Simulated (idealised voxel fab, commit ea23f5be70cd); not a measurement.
Name of the process module below: voxel trench capacitor
Section shown: cut. Width: 300 nm. Cell size: 5 nm, square.
A cross-section is written here as square cells arranged in a grid, and it is given in bands from the top down, each band taking up one or more rows of cells. It is stipulated that each band's entry specify, in nanometres, the height of the top of the band and then that of its bottom, followed by the materials of the band in left-to-right sequence, each together with its width in nanometres. A single material marked by the word "edge to edge" is understood to fill the band from edge to edge; the word "empty" is understood to denote empty space. All heights in this document are referenced to 0, defined as the level beneath which the wafer, as received, consists entirely of one material. The lowest band is not bounded below; it extends indefinitely downward and is written in the form "top 0, no bottom". It should be noted that a width expressed as "30->40" varies in equal increments from row to row of cells within the band, taking the value of the first number at the top row and that of the second number at the bottom row. "same as before" after a step means that no cell of the cross-section changed. In the "Sealed cavities" entry, you get each enclosed empty space of 8 cells or more, one with no open way to the top, written width x height at distance, distance from the left edge, in nm. Where a step's line continues beyond its settings, the continuation is a remark by the simulator itself on that step. overlay nm: how far to the right of its planned place the mask lay on this masked step (negative: to the left).

-- Intended process steps
1,RECEIVE (material Si)
2,CONFORMAL_DEP (material SiN; thk nm 10)
3,MASKED_ETCH (tone open; mask id TRENCH; width nm 30; pitch nm 55; etch materials SiN; depth nm 10; overlay nm 0)
4,MASKED_ETCH (tone open; mask id TRENCH; width nm 30; pitch nm 55; etch materials Si; depth nm 30; overlay nm 0)
5,CONFORMAL_DEP (material HfO2; thk nm 5)
6,CONFORMAL_DEP (material TiN; thk nm 5)
7,FILL_DEP (material W; thk nm 10)
8,CMP (height nm 10)

-- Cross-section of the wafer as it came to us, i.e., already through step 1
- top 0, no bottom = Si edge to edge
- Sealed cavities: none

-- Wafer cross-section at module end: first of two, run to plan
- top 10, bottom 0 = 50 SiN  5 HfO2  5 TiN  10 W  5 TiN  5 HfO2  25 SiN  5 HfO2  5 TiN  10 W  5 TiN  5 HfO2  25 SiN  5 HfO2  5 TiN  10 W  5 TiN  5 HfO2  25 SiN  5 HfO2  5 TiN  10 W  5 TiN  5 HfO2  55 SiN
- top 0, bottom -20 = 50 Si  5 HfO2  5 TiN  10 W  5 TiN  5 HfO2  25 Si  5 HfO2  5 TiN  10 W  5 TiN  5 HfO2  25 Si  5 HfO2  5 TiN  10 W  5 TiN  5 HfO2  25 Si  5 HfO2  5 TiN  10 W  5 TiN  5 HfO2  55 Si
- top -20, bottom -25 = 50 Si  5 HfO2  20 TiN  5 HfO2  25 Si  5 HfO2  20 TiN  5 HfO2  25 Si  5 HfO2  20 TiN  5 HfO2  25 Si  5 HfO2  20 TiN  5 HfO2  55 Si
- top -25, bottom -30 = 50 Si  30 HfO2  25 Si  30 HfO2  25 Si  30 HfO2  25 Si  30 HfO2  55 Si
- top -30, no bottom = Si edge to edge
- Sealed cavities: none

-- Cross-sectional view of the second of two wafers upon completion of the module. This wafer shared its starting condition and process plan with the first; one error was made during its execution
- top 10, bottom 0 = 50 SiN  5 TiN  20 W  5 TiN  25 SiN  5 TiN  20 W  5 TiN  25 SiN  5 TiN  20 W  5 TiN  25 SiN  5 TiN  20 W  5 TiN  55 SiN
- top 0, bottom -25 = 50 Si  5 TiN  20 W  5 TiN  25 Si  5 TiN  20 W  5 TiN  25 Si  5 TiN  20 W  5 TiN  25 Si  5 TiN  20 W  5 TiN  55 Si
- top -25, bottom -30 = 50 Si  30 TiN  25 Si  30 TiN  25 Si  30 TiN  25 Si  30 TiN  55 Si
- top -30, no bottom = Si edge to edge
- Sealed cavities: none
Where did the run depart from the plan? step 5 of the plan was bypassed and not carried out
Final cells, second wafer relative to first, materials higher or lower: -80 HfO2 | +16 TiN | +64 W
